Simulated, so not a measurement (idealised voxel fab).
Process module in this document: voxel trench capacitor
Xsec cut, 285 nm wide, square cell size 5 nm.
How to read a cross-section here: the picture is a grid of square cells, written as bands going from the top down, and any band can span one or more rows of cells.
The band entry comprises the height of the band's top followed by the height of its bottom, expressed in nm, and subsequently the band's materials from left to right, each stated together with its width in nm. Where a single material is marked with the word "everywhere", that material fills the band from edge to edge. The word "air" represents empty space.
Heights from 0 (as-received wafer is one material below). Bottom band endless downward, as "top 0, no bottom".
Per-row width for "30..40": begins at first number (top row of band), ends at second number (bottom row), increment between rows held constant.
When a step is marked "remained unchanged", none of the cells in the cross-section changed during that step.
Listed in "Sealed cavities": every empty space of 8 or more cells without an open way to the top. Form: width x height at distance, the distance being from the left edge, all in nm.
Past the settings on a step's line: simulator remark, on that step.
overlay nm: mask right of planned place by this much (step with mask). Neg. = left.
This section lists the process steps that were planned:
1,RECEIVE | material Si
2,CONFORMAL_DEP | material SiN | thk nm 5
3,MASKED_ETCH | tone open | mask id TRENCH | width nm 25 | pitch nm 40 | etch materials SiN | depth nm 5 | overlay nm 0
4,MASKED_ETCH | tone open | mask id TRENCH | width nm 25 | pitch nm 40 | etch materials Si | depth nm 35 | overlay nm 0
5,CONFORMAL_DEP | material Al2O3 | thk nm 5
6,CONFORMAL_DEP | material TiN | thk nm 5
7,FILL_DEP | material W | thk nm 10
8,CMP | height nm 5
Cross-sectional view of the wafer in its as-received condition, corresponding to the state after step 1:
  top 0, no bottom: Si everywhere
  Sealed cavities: none
Module complete - cross-section of the first of two wafers, run according to plan:
  top 5, bottom 0: SiN=70; Al2O3=5; TiN=5; W=5; TiN=5; Al2O3=5; SiN=15; Al2O3=5; TiN=5; W=5; TiN=5; Al2O3=5; SiN=15; Al2O3=5; TiN=5; W=5; TiN=5; Al2O3=5; SiN=15; Al2O3=5; TiN=5; W=5; TiN=5; Al2O3=5; SiN=70
  top 0, bottom -25: Si=70; Al2O3=5; TiN=5; W=5; TiN=5; Al2O3=5; Si=15; Al2O3=5; TiN=5; W=5; TiN=5; Al2O3=5; Si=15; Al2O3=5; TiN=5; W=5; TiN=5; Al2O3=5; Si=15; Al2O3=5; TiN=5; W=5; TiN=5; Al2O3=5; Si=70
  top -25, bottom -30: Si=70; Al2O3=5; TiN=15; Al2O3=5; Si=15; Al2O3=5; TiN=15; Al2O3=5; Si=15; Al2O3=5; TiN=15; Al2O3=5; Si=15; Al2O3=5; TiN=15; Al2O3=5; Si=70
  top -30, bottom -35: Si=70; Al2O3=25; Si=15; Al2O3=25; Si=15; Al2O3=25; Si=15; Al2O3=25; Si=70
  top -35, no bottom: Si everywhere
  Sealed cavities: none
Presented here is a cross-section of the second of the two wafers as it stood at the end of the module. It was started in the same manner and assigned the same plan as the first wafer; however, one mistake was made in its execution:
  top 5, bottom 0: SiN=60; Al2O3=15; TiN=5; Al2O3=5; SiN=15; Al2O3=15; TiN=5; Al2O3=5; SiN=15; Al2O3=15; TiN=5; Al2O3=5; SiN=15; Al2O3=15; TiN=5; Al2O3=5; SiN=80
  top 0, bottom -30: Si=70; Al2O3=5; TiN=5; Al2O3=5; Si=25; Al2O3=5; TiN=5; Al2O3=5; Si=25; Al2O3=5; TiN=5; Al2O3=5; Si=25; Al2O3=5; TiN=5; Al2O3=5; Si=80
  top -30, bottom -35: Si=70; Al2O3=15; Si=25; Al2O3=15; Si=25; Al2O3=15; Si=25; Al2O3=15; Si=80
  top -35, no bottom: Si everywhere
  Sealed cavities: none
Against the plan, the run slipped here: contrary to plan, step 3 was performed as MASKED_ETCH | tone open | mask id TRENCH | width nm 25 | pitch nm 40 | etch materials SiN | depth nm 5 | overlay nm -10
Once processing is complete, comparing cell counts shows that the second wafer has more or fewer of certain materials than the first: +56 Si, -32 TiN, -24 W
